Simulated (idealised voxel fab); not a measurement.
Presented below is a process module, voxel ribs on slabs.
Section shown: cut. Width: 240 nm. Cell size: 5 nm, square.
When this document writes out a cross-section, it uses a grid of square cells and lists it as bands, beginning at the top and moving down, with a band standing for one or more rows of cells.
In this notation a band is specified by the heights of its top and bottom, in that order and in nm, after which its materials appear from left to right, each paired with its width in nm. The word "edge to edge" attached to a single material means that material fills the band from edge to edge; the word "air" stands for empty space.
Where do heights start? At 0: under that level the wafer as delivered is made of one material only. And the lowest band has no floor; it just carries on downward, as in "z 0 and below".
Read "30 to 40" as a graded width: first number on top, second number at the bottom, same change between each pair of neighbouring rows.
It should be understood that the words "changes: none", when stated for a given step, signify that the cross-section underwent no change in any of its cells during that step.
This entry, "Closed-off voids", enumerates those empty regions of no fewer than 8 cells that possess no open connection to the top. Each region is reported in the form width x height at distance, the distance being taken from the left edge, with all three quantities expressed in nm.
That trailing text on a step's line, after the settings, is the simulator's own remark on the step.
The setting "overlay nm" may be written on the line of a step. When the step uses a mask, the value reports how far to the right of the planned place the mask lay, and a negative value reports that it lay to the left.

Plan
| 1 | RECEIVE | material Si |
| 2 | DIRECTIONAL_DEP | material SiO2 | thk nm 30 |
| 3 | DIRECTIONAL_DEP | material SiN | thk nm 25 |
| 4 | DIRECTIONAL_DEP | material aC | thk nm 10 |
| 5 | PATTERN | tone cover | mask id RIB | material resist | width nm 15 | thk nm 25 | overlay nm -15 |
| 6 | DIRECTIONAL_ETCH | etch materials aC | depth nm 10 |
| 7 | STRIP | etch materials resist |
| 8 | DIRECTIONAL_ETCH | etch materials SiN | depth nm 15 |
| 9 | STRIP | etch materials aC |
| 10 | DIRECTIONAL_DEP | material aC | thk nm 15 |
| 11 | PATTERN | tone cover | mask id SLAB | material resist | width nm 45 | thk nm 35 | overlay nm 0 |
| 12 | DIRECTIONAL_ETCH | etch materials aC | depth nm 15 |
| 13 | STRIP | etch materials resist |
| 14 | DIRECTIONAL_ETCH | etch materials SiN | depth nm 10 |
| 15 | STRIP | etch materials aC |
| 16 | FILL_DEP | material SiO2 | thk nm 20 |
| 17 | CMP | height nm 65 |
| 18 | DIRECTIONAL_DEP | material W | thk nm 10 |
| 19 | DIRECTIONAL_DEP | material aC | thk nm 15 |
| 20 | PATTERN | tone cover | mask id HEATER | material resist | width nm 25 | thk nm 30 | overlay nm 0 |
| 21 | DIRECTIONAL_ETCH | etch materials aC | depth nm 15 |
| 22 | STRIP | etch materials resist |
| 23 | DIRECTIONAL_ETCH | etch materials W | depth nm 10 |
| 24 | STRIP | etch materials aC |
| 25 | CONFORMAL_DEP | material SiN | thk nm 5 |
For clarity, it should be stated that the wafers under discussion commence in an identical condition and differ with respect to the overlay nm of step 5, the plan indicating the value that the first wafer had.

As received, i.e. after step 1: cross-section through the first of several wafers
	z 0 and below | Si edge to edge
	Closed-off voids: none

Note: the following table is arranged by wafer, a row apiece. Each row reports the end-of-module state: per material, cells gained (+) or cells lost (-) compared with the wafer as received; closed voids follow
overlay nm -15; +79 SiN; +597 SiO2; +10 W; Closed-off voids: none
overlay nm -10; +79 SiN; +597 SiO2; +10 W; Closed-off voids: none
overlay nm -5; +79 SiN; +597 SiO2; +10 W; Closed-off voids: none
overlay nm 0; +79 SiN; +597 SiO2; +10 W; Closed-off voids: none
overlay nm 5; +79 SiN; +597 SiO2; +10 W; Closed-off voids: none
overlay nm 10; +79 SiN; +597 SiO2; +10 W; Closed-off voids: none
overlay nm 15; +79 SiN; +597 SiO2; +10 W; Closed-off voids: none
